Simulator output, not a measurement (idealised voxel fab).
This is a process module. Its name is voxel ribs on slabs.
Pictured: cross-section cut, 195 nm wide, on a grid of 5 nm square cells.
Throughout this document, each cross-section is represented as a grid of square cells and is presented as a sequence of bands enumerated from the top downward, where a band comprises one or more rows of cells. Heights first: top, then bottom, in nm. Then materials, left to right, each with a width in nm. "everywhere" on a single material: fills the band edge to edge. "empty": empty space. Basically, 0 is our baseline, since under it the wafer straight out of the box is all one material. The bottom band has no lower end and keeps on going down, so it looks like "0..down". Width: "30 to 40" (first number = top row, second number = bottom row, same change from row to row of cells). When a step is marked "nothing different", none of the cells in the cross-section changed during that step. Reported under the label "Completely enclosed voids" are the empty spaces having no open way to the top and comprising 8 cells or more; the notation for each is width x height at distance, in which the distance is measured from the left edge and all three values are in nm. after a step's settings: what the simulator itself notes on the step. Regarding "overlay nm": on a step with a mask, it is the distance the mask lay to the right of its planned place; a negative value places it to the left.
THE PLANNED PROCESS STEPS ARE ENUMERATED HEREUNDER
step 1: RECEIVE | material Si
step 2: DIRECTIONAL_DEP | material SiO2 | thk nm 25
step 3: DIRECTIONAL_DEP | material SiN | thk nm 20
step 4: DIRECTIONAL_DEP | material aC | thk nm 15
step 5: PATTERN | tone cover | mask id RIB | material resist | width nm 25 | thk nm 30 | overlay nm 0
step 6: DIRECTIONAL_ETCH | etch materials aC | depth nm 15
step 7: STRIP | etch materials resist
step 8: DIRECTIONAL_ETCH | etch materials SiN | depth nm 5
step 9: STRIP | etch materials aC
step 10: MASKED_ETCH | tone cover | mask id SLAB | width nm 75 | etch materials SiN | depth nm 15 | overlay nm 0
step 11: FILL_DEP | material SiO2 | thk nm 20
step 12: CMP | height nm 60
step 13: DIRECTIONAL_DEP | material W | thk nm 5
step 14: PATTERN | tone cover | mask id HEATER | material resist | width nm 35 | thk nm 20 | overlay nm 0
step 15: DIRECTIONAL_ETCH | etch materials W | depth nm 5
step 16: STRIP | etch materials resist
step 17: CONFORMAL_DEP | material SiO2 | thk nm 10
OF TWO WAFERS, THE FIRST: RUN ACCORDING TO PLAN
SHOWN IN CROSS-SECTION IS THE WAFER AS RECEIVED, THAT IS, AS IT STANDS AFTER STEP 1
* 0..down: Si everywhere
* Completely enclosed voids: none
THE WAFER, SEEN IN CROSS-SECTION, AFTER STEP 2
* 25..0: SiO2 everywhere
* Everything under 0 stays put, no change at all.
THE WAFER, SEEN IN CROSS-SECTION, AFTER STEP 3
* 45..25: SiN everywhere
* Everything under 25 stays put, no change at all.
THE WAFER, SEEN IN CROSS-SECTION, AFTER STEP 4
* 60..45: aC everywhere
* Everything under 45 stays put, no change at all.
THE WAFER, SEEN IN CROSS-SECTION, AFTER STEP 5
* 90..60: empty (85)  resist (25)  empty (85)
* Everything under 60 stays put, no change at all.
THE WAFER, SEEN IN CROSS-SECTION, AFTER STEP 6
* 75..60: empty (85)  resist (25)  empty (85)
* 60..45: empty (85)  aC (25)  empty (85)
* Everything under 45 stays put, no change at all.
THE WAFER, SEEN IN CROSS-SECTION, AFTER STEP 7
* 60..45: empty (85)  aC (25)  empty (85)
* Everything under 45 stays put, no change at all.
THE WAFER, SEEN IN CROSS-SECTION, AFTER STEP 8
* 60..45: empty (85)  aC (25)  empty (85)
* 45..40: empty (85)  SiN (25)  empty (85)
* Everything under 40 stays put, no change at all.
THE WAFER, SEEN IN CROSS-SECTION, AFTER STEP 9
* 45..40: empty (85)  SiN (25)  empty (85)
* Everything under 40 stays put, no change at all.
THE WAFER, SEEN IN CROSS-SECTION, AFTER STEP 10
* 45..40: empty (85)  SiN (25)  empty (85)
* 40..25: empty (60)  SiN (75)  empty (60)
* Everything under 25 stays put, no change at all.
THE WAFER, SEEN IN CROSS-SECTION, AFTER STEP 11
* 65..45: SiO2 everywhere
* 45..40: SiO2 (85)  SiN (25)  SiO2 (85)
* 40..25: SiO2 (60)  SiN (75)  SiO2 (60)
* Everything under 25 stays put, no change at all.
THE WAFER, SEEN IN CROSS-SECTION, AFTER STEP 12
* 60..45: SiO2 everywhere
* Everything under 45 stays put, no change at all.
THE WAFER, SEEN IN CROSS-SECTION, AFTER STEP 13
* 65..60: W everywhere
* Everything under 60 stays put, no change at all.
THE WAFER, SEEN IN CROSS-SECTION, AFTER STEP 14
* 85..65: empty (80)  resist (35)  empty (80)
* Everything under 65 stays put, no change at all.
THE WAFER, SEEN IN CROSS-SECTION, AFTER STEP 15
* 85..65: empty (80)  resist (35)  empty (80)
* 65..60: empty (80)  W (35)  empty (80)
* Everything under 60 stays put, no change at all.
THE WAFER, SEEN IN CROSS-SECTION, AFTER STEP 16
* 65..60: empty (80)  W (35)  empty (80)
* Everything under 60 stays put, no change at all.
THE WAFER, SEEN IN CROSS-SECTION, AFTER STEP 17
* 75..70: empty (70)  SiO2 (55)  empty (70)
* 70..65: SiO2 everywhere
* 65..60: SiO2 (80)  W (35)  SiO2 (80)
* Everything under 60 stays put, no change at all.
WAFER TWO OF TWO - SAME STARTING POINT, SAME PROCESS PLAN, ONE MISTAKE IN EXECUTION; MATCHES WAFER ONE UP TO AND INCLUDING STEP 13
CROSS-SECTION OF THE SECOND WAFER AT THE TIME BY WHICH STEP 14 SHOULD HAVE BEEN COMPLETED ACCORDING TO THE PLAN
* 85..65: empty (70)  resist (35)  empty (90)
* Everything under 65 stays put, no change at all.
CROSS-SECTION OF THE SECOND WAFER AT THE TIME BY WHICH STEP 15 SHOULD HAVE BEEN COMPLETED ACCORDING TO THE PLAN
* 85..65: empty (70)  resist (35)  empty (90)
* 65..60: empty (70)  W (35)  empty (90)
* Everything under 60 stays put, no change at all.
CROSS-SECTION OF THE SECOND WAFER AT THE TIME BY WHICH STEP 16 SHOULD HAVE BEEN COMPLETED ACCORDING TO THE PLAN
* 65..60: empty (70)  W (35)  empty (90)
* Everything under 60 stays put, no change at all.
CROSS-SECTION OF THE SECOND WAFER AT THE TIME BY WHICH STEP 17 SHOULD HAVE BEEN COMPLETED ACCORDING TO THE PLAN
* 75..70: empty (60)  SiO2 (55)  empty (80)
* 70..65: SiO2 everywhere
* 65..60: SiO2 (70)  W (35)  SiO2 (90)
* Everything under 60 stays put, no change at all.
Error vs. plan: it should be noted that step 14 was executed with settings other than those planned, the operation and settings actually applied being PATTERN | tone cover | mask id HEATER | material resist | width nm 35 | thk nm 20 | overlay nm -10
Matching per-material cell counts, mismatched positions: that is how the second wafer compares with the first at the end.
